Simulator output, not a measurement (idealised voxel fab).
process module | voxel self aligned contacts
cross-section cut | 205 nm wide | cells 5 nm
A cross-section is a grid of square cells, given in bands from the top down. A band is one or more rows of cells.
Each band's line starts with the height of the band's top and of its bottom, in nm. Then come its materials from left to right, each with its width in nm. One material with "throughout" fills the band from edge to edge. "air" is empty space.
Height 0 is the level under which the wafer as received is all one material. The lowest band goes on downwards, as in "0 down".
A width such as "30 to 40" changes by the same amount from each row of cells to the next, from the band's top row to its bottom row.
"no change" after a step means that no cell of the cross-section changed.
closed voids: empty space of 8 cells or more with no open way to the top, each as width x height at its distance from the left edge, in nm
after a step's settings: what the simulator itself notes on the step
overlay nm, on a step with a mask: how far to the right of its planned place the mask lay; to the left if negative
plan
1 op RECEIVE | material Si
2 op OXIDIZE | depth nm 5
3 op DIRECTIONAL_DEP | material polySi | thk nm 20
4 op DIRECTIONAL_DEP | material SiN | thk nm 25
5 op MASKED_ETCH | tone cover | mask id GATE | width nm 30 | pitch nm 65 | etch materials SiN | depth nm 25 | overlay nm 0
6 op MASKED_ETCH | tone cover | mask id GATE | width nm 30 | pitch nm 65 | etch materials polySi | depth nm 20 | overlay nm 0
7 op CONFORMAL_DEP | material SiN | thk nm 10
8 op DIRECTIONAL_ETCH | etch materials SiN | depth nm 10
9 op FILL_DEP | material SiO2 | thk nm 20
10 op CMP | height nm 55
11 op DIRECTIONAL_DEP | material aC | thk nm 15
12 op PATTERN | tone open | mask id CONTACT | material resist | width nm 45 | thk nm 30 | overlay nm 0
13 op DIRECTIONAL_ETCH | etch materials aC | depth nm 15
14 op STRIP | etch materials resist
15 op DIRECTIONAL_ETCH | etch materials SiO2 | depth nm 60
16 op STRIP | etch materials aC
17 op CONFORMAL_DEP | material TiN | thk nm 5
18 op FILL_DEP | material Ru | thk nm 5
19 op CMP | height nm 55
20 op CONFORMAL_DEP | material SiCN | thk nm 5
as received, after step 1
  0 down: Si throughout
  closed voids: none
a wafer at the end: this start, this plan, one mistake
  60 to 55: SiCN throughout
  55 to 45: SiO2 80 | TiN 5 to 20 | Ru 35 to 5 | TiN 5 to 20 | SiO2 80
  45 to 20: SiO2 45 | SiN 50 | TiN 5 | Ru 5 | TiN 5 | SiN 50 | SiO2 45
  20 to 15: SiO2 95 | TiN 15 | SiO2 95
  15 to 0: polySi throughout
  0 down: Si throughout
  closed voids: none
what went wrong: steps 2 and 3 were swapped
